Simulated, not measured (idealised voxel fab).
The document below concerns the process module designated voxel wiring stack.
The cross-section shown here is cut; it is 210 nm wide and divided into square cells measuring 5 nm on a side.
A cross-section is written here as square cells arranged in a grid, and it is given in bands from the top down, each band taking up one or more rows of cells. What a band's entry tells you: where the top is and where the bottom is, as heights in nm, and after that what lies inside, material by material from left to right, each with its width in nm. Empty space is written as the word "air", and a single material marked with the word "everywhere" occupies the band from edge to edge. We count height from 0. Below that, the starting wafer is all one material. The lowest band never ends at the bottom but goes on down; see "0 nm and below" for how that is written. A width given as "30 to 40" starts at the first number in the band's top row and ends at the second number in its bottom row, shifting by an equal amount at every step from row to row. The cross-section has no changed cell in any step marked "no change". "Voids, enclosed" enumerates empty spaces isolated from the top, with no open way to it, that contain at least 8 cells, giving each as width x height at distance from the left edge, all three in nm. The remark found on a step's line after its settings is issued by the simulator itself and pertains to that step. "overlay nm" on a masked step: distance the mask lay right of its planned place, negative for left. Pairs follow: section before one process step, section after it down to the lowest changed band, step with settings underneath. Pairs may come from different runs of this module on the same starting wafer; continuity with the pair above only as stated in the "Pre-step profile" entry.

Pre-step profile
115 nm to 85 nm = SiO2=40 | air=15 | SiO2=55 | air=15 | SiO2=85
85 nm to 80 nm = SiCN everywhere
80 nm to 65 nm = Cu=50 | TiN=5 | SiO2=5 | TiN=5 | Cu=20 | TiN=5 | SiO2=5 | TiN=5 | Cu=20 | TiN=5 | SiO2=5 | TiN=5 | Cu=20 | TiN=5 | SiO2=5 | TiN=5 | Cu=40
65 nm to 60 nm = TiN=45 | Cu=5 | TiN=5 | SiO2=5 | TiN=20 | Cu=5 | TiN=5 | SiO2=5 | TiN=20 | Cu=5 | TiN=5 | SiO2=5 | TiN=20 | Cu=5 | TiN=5 | SiO2=5 | TiN=45
60 nm to 55 nm = SiO2=40 | TiN=5 | Cu=5 | TiN=5 | SiO2=20 | TiN=5 | Cu=5 | TiN=5 | SiO2=20 | TiN=5 | Cu=5 | TiN=5 | SiO2=20 | TiN=5 | Cu=5 | TiN=5 | SiO2=50
55 nm to 50 nm = SiO2=40 | TiN=15 | SiO2=20 | TiN=15 | SiO2=20 | TiN=15 | SiO2=20 | TiN=15 | SiO2=50
50 nm to 45 nm = SiCN everywhere
45 nm to 20 nm = SiO2=40 | TiN=5 | Cu=10 | TiN=5 | SiO2=15 | TiN=5 | Cu=10 | TiN=5 | SiO2=15 | TiN=5 | Cu=10 | TiN=5 | SiO2=15 | TiN=5 | Cu=10 | TiN=5 | SiO2=45
20 nm to 15 nm = SiCN=40 | TiN=20 | SiCN=15 | TiN=20 | SiCN=15 | TiN=20 | SiCN=15 | TiN=20 | SiCN=45
15 nm to 0 nm = SiO2 everywhere
0 nm and below = Si everywhere
Voids, enclosed: none

Structure After Step
130 nm to 115 nm = aC=40 | air=15 | aC=55 | air=15 | aC=85
115 nm to 100 nm = SiO2=40 | air=15 | SiO2=55 | air=15 | SiO2=85
100 nm to 85 nm = SiO2=40 | aC=15 | SiO2=55 | aC=15 | SiO2=85
below 85: unchanged
Voids, enclosed: none
Step that separates the before view from the after view above: DIRECTIONAL_DEP with material aC, thk nm 15

Pre-step profile: as in the pair right above, post-step view.

Structure After Step
165 nm to 130 nm = resist=40 | air=20 | resist=15 | air=20 | resist=15 | air=20 | resist=15 | air=20 | resist=45
below 130: unchanged
Voids, enclosed: none
Step that separates the before view from the after view above: PATTERN with tone open, mask id METAL_3, material resist, width nm 20, pitch nm 35, thk nm 35, overlay nm 0

Pre-step profile: as in the pair right above, post-step view.

Structure After Step
150 nm to 130 nm = resist=40 | air=20 | resist=15 | air=20 | resist=15 | air=20 | resist=15 | air=20 | resist=45
130 nm to 115 nm = aC=40 | air=20 | aC=15 | air=20 | aC=15 | air=20 | aC=15 | air=20 | aC=45
115 nm to 85 nm = SiO2=40 | air=15 | SiO2=55 | air=15 | SiO2=85
below 85: unchanged
Voids, enclosed: none
Step that separates the before view from the after view above: DIRECTIONAL_ETCH with etch materials aC, depth nm 15

Pre-step profile: as in the pair right above, post-step view.

Structure After Step
130 nm to 115 nm = aC=40 | air=20 | aC=15 | air=20 | aC=15 | air=20 | aC=15 | air=20 | aC=45
below 115: unchanged
Voids, enclosed: none
Step that separates the before view from the after view above: STRIP with etch materials resist

Pre-step profile: as in the pair right above, post-step view.

Structure After Step
130 nm to 115 nm = aC=40 | air=20 | aC=15 | air=20 | aC=15 | air=20 | aC=15 | air=20 | aC=45
115 nm to 95 nm = SiO2=40 | air=20 | SiO2=15 | air=20 | SiO2=15 | air=20 | SiO2=15 | air=20 | SiO2=45
below 95: unchanged
Voids, enclosed: none
Step that separates the before view from the after view above: DIRECTIONAL_ETCH with etch materials SiO2, depth nm 20

Pre-step profile: as in the pair right above, post-step view.

Structure After Step
130 nm to 115 nm = aC=40 | air=20 | aC=15 | air=20 | aC=15 | air=20 | aC=15 | air=20 | aC=45
115 nm to 95 nm = SiO2=40 | air=20 | SiO2=15 | air=20 | SiO2=15 | air=20 | SiO2=15 | air=20 | SiO2=45
95 nm to 85 nm = SiO2=40 | air=15 | SiO2=55 | air=15 | SiO2=85
85 nm to 80 nm = SiCN=40 | air=15 | SiCN=55 | air=15 | SiCN=85
below 80: unchanged
Voids, enclosed: none
Step that separates the before view from the after view above: DIRECTIONAL_ETCH with etch materials SiCN, depth nm 5

Pre-step profile: as in the pair right above, post-step view.

Structure After Step
115 nm to 95 nm = SiO2=40 | air=20 | SiO2=15 | air=20 | SiO2=15 | air=20 | SiO2=15 | air=20 | SiO2=45
below 95: unchanged
Voids, enclosed: none
Step that separates the before view from the after view above: STRIP with etch materials aC

Pre-step profile: as in the pair right above, post-step view.

Structure After Step
120 nm to 115 nm = TiN=45 | air=10 | TiN=25 | air=10 | TiN=25 | air=10 | TiN=25 | air=10 | TiN=50
115 nm to 100 nm = SiO2=40 | TiN=5 | air=10 | TiN=5 | SiO2=15 | TiN=5 | air=10 | TiN=5 | SiO2=15 | TiN=5 | air=10 | TiN=5 | SiO2=15 | TiN=5 | air=10 | TiN=5 | SiO2=45
100 nm to 95 nm = SiO2=40 | TiN=5 | air=5 | TiN=10 | SiO2=15 | TiN=20 | SiO2=15 | TiN=5 | air=5 | TiN=10 | SiO2=15 | TiN=20 | SiO2=45
95 nm to 85 nm = SiO2=40 | TiN=5 | air=5 | TiN=5 | SiO2=55 | TiN=5 | air=5 | TiN=5 | SiO2=85
85 nm to 80 nm = SiCN=40 | TiN=15 | SiCN=55 | TiN=15 | SiCN=85
below 80: unchanged
Voids, enclosed: none
Step that separates the before view from the after view above: CONFORMAL_DEP with material TiN, thk nm 5

Pre-step profile: as in the pair right above, post-step view.

Structure After Step
125 nm to 120 nm = Cu everywhere
120 nm to 115 nm = TiN=45 | Cu=10 | TiN=25 | Cu=10 | TiN=25 | Cu=10 | TiN=25 | Cu=10 | TiN=50
115 nm to 100 nm = SiO2=40 | TiN=5 | Cu=10 | TiN=5 | SiO2=15 | TiN=5 | Cu=10 | TiN=5 | SiO2=15 | TiN=5 | Cu=10 | TiN=5 | SiO2=15 | TiN=5 | Cu=10 | TiN=5 | SiO2=45
100 nm to 95 nm = SiO2=40 | TiN=5 | Cu=5 | TiN=10 | SiO2=15 | TiN=20 | SiO2=15 | TiN=5 | Cu=5 | TiN=10 | SiO2=15 | TiN=20 | SiO2=45
95 nm to 85 nm = SiO2=40 | TiN=5 | Cu=5 | TiN=5 | SiO2=55 | TiN=5 | Cu=5 | TiN=5 | SiO2=85
below 85: unchanged
Voids, enclosed: none
Step that separates the before view from the after view above: FILL_DEP with material Cu, thk nm 5

Pre-step profile: as in the pair right above, post-step view.

Structure After Step
115 nm to 100 nm = SiO2=40 | TiN=5 | Cu=10 | TiN=5 | SiO2=15 | TiN=5 | Cu=10 | TiN=5 | SiO2=15 | TiN=5 | Cu=10 | TiN=5 | SiO2=15 | TiN=5 | Cu=10 | TiN=5 | SiO2=45
below 100: unchanged
Voids, enclosed: none
Step that separates the before view from the after view above: CMP with height nm 115

Pre-step profile: as in the pair right above, post-step view.

Structure After Step
120 nm to 115 nm = SiCN everywhere
below 115: unchanged
Voids, enclosed: none
Step that separates the before view from the after view above: CONFORMAL_DEP with material SiCN, thk nm 5
